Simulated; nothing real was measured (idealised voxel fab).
The document below concerns the process module designated voxel capacitor over wiring.
The width of the displayed cross-section, cut, is 140 nm; its cells are square, with a size of 5 nm.
For the purposes of this document, a cross-section shall be understood as a grid of square cells, specified as bands listed in top-to-bottom order, each band consisting of one or more rows of cells. Top, bottom (nm), then materials left to right with widths (nm); lone material tagged "edge to edge" fills the whole band edge to edge; "blank" = empty space. Beneath 0, the wafer as received is one material, and that level is where height counting begins. The lowest band goes on downward without a bottom; it is written like "0..down". Width: "30 to 40" (first number = top row, second number = bottom row, same change from row to row of cells). "nothing got changed" -> step changed no cross-section cell. "Trapped cavities" - sealed voids, min. 8 cells, no opening to top; format: width x height at distance (distance from left edge; nm throughout). Formally, on a step line, whatever follows the settings is a remark that the simulator itself makes on the step. If you see "overlay nm" on a step's line and that step has a mask, it's telling you how far right of where it was planned the mask ended up; a negative number means it went left instead.
-- So here's the lineup of process steps we planned
- 1: RECEIVE with material Si
- 2: CONFORMAL_DEP with material SiO2, thk nm 10
- 3: DIRECTIONAL_DEP with material TiN, thk nm 5
- 4: DIRECTIONAL_DEP with material Ru, thk nm 15
- 5: MASKED_ETCH with tone cover, mask id METAL_1, width nm 20, pitch nm 80, etch materials Ru, depth nm 15, overlay nm 0
- 6: MASKED_ETCH with tone cover, mask id METAL_1, width nm 20, pitch nm 80, etch materials TiN, depth nm 5, overlay nm 0
- 7: CONFORMAL_DEP with material SiCN, thk nm 5
- 8: FILL_DEP with material SiO2, thk nm 10
- 9: CMP with height nm 30
- 10: CONFORMAL_DEP with material SiCN, thk nm 5
- 11: DIRECTIONAL_DEP with material lowk, thk nm 15
- 12: MASKED_ETCH with tone open, mask id PLUG_1, width nm 15, etch materials lowk, depth nm 15, overlay nm 0
- 13: MASKED_ETCH with tone open, mask id PLUG_1, width nm 15, etch materials SiCN, depth nm 5, overlay nm 0
- 14: EPI with material Ru, thk nm 10
- 15: EPI with material Ru, thk nm 10
- 16: DIRECTIONAL_DEP with material TiN, thk nm 10
- 17: DIRECTIONAL_DEP with material SiN, thk nm 5
- 18: DIRECTIONAL_DEP with material TiN, thk nm 5
- 19: PATTERN with tone cover, mask id UPPER_PLATE, material resist, width nm 65, thk nm 15, overlay nm 0
- 20: DIRECTIONAL_ETCH with etch materials TiN, depth nm 5
- 21: DIRECTIONAL_ETCH with etch materials SiN, depth nm 5
- 22: STRIP with etch materials resist
- 23: DIRECTIONAL_DEP with material aC, thk nm 15
- 24: PATTERN with tone cover, mask id LOWER_PLATE, material resist, width nm 75, thk nm 30, overlay nm 0
- 25: DIRECTIONAL_ETCH with etch materials aC, depth nm 15
- 26: STRIP with etch materials resist
- 27: DIRECTIONAL_ETCH with etch materials TiN, depth nm 10
- 28: STRIP with etch materials aC
- 29: FILL_DEP with material SiO2, thk nm 15
- 30: CMP with height nm 80
- 31: PATTERN with tone open, mask id PLUG_2, material resist, width nm 15, thk nm 15, overlay nm 0
- 32: DIRECTIONAL_ETCH with etch materials SiO2, depth nm 10
- 33: STRIP with etch materials resist
- 34: CONFORMAL_DEP with material TiN, thk nm 5
- 35: FILL_DEP with material W, thk nm 5
- 36: CMP with height nm 80
- 37: CONFORMAL_DEP with material SiN, thk nm 5
-- Cross-section of the wafer upon arrival, representing the state reached after step 1
* 0..down  Si edge to edge
* Trapped cavities: none
-- End state of the module in cross-section, given the above starting point and plan and one mistake in execution
* 85..80  SiN edge to edge
* 80..75  35 nm SiO2, then 5 nm TiN, then 5 nm W, then 5 nm TiN, then 90 nm SiO2
* 75..65  35 to 25 nm SiO2, then 15 to 65 nm TiN, then 90 to 50 nm SiO2
* 65..60  25 nm SiO2, then 65 nm SiN, then 50 nm SiO2
* 60..50  20 nm SiO2, then 75 nm TiN, then 45 nm SiO2
* 50..35  25 nm lowk, then 15 nm Ru, then 100 nm lowk
* 35..30  25 nm SiCN, then 5 nm Ru, then 110 nm SiCN
* 30..15  15 nm SiO2, then 5 nm SiCN, then 20 nm Ru, then 5 nm SiCN, then 50 nm SiO2, then 5 nm SiCN, then 20 nm Ru, then 5 nm SiCN, then 15 nm SiO2
* 15..10  20 nm SiCN, then 20 nm TiN, then 60 nm SiCN, then 20 nm TiN, then 20 nm SiCN
* 10..0  SiO2 edge to edge
* 0..down  Si edge to edge
* Trapped cavities: none
Here's what went sideways: step 13 did not happen as planned, as run it was MASKED_ETCH with tone open, mask id PLUG_1, width nm 15, etch materials SiCN, depth nm 5, overlay nm -10
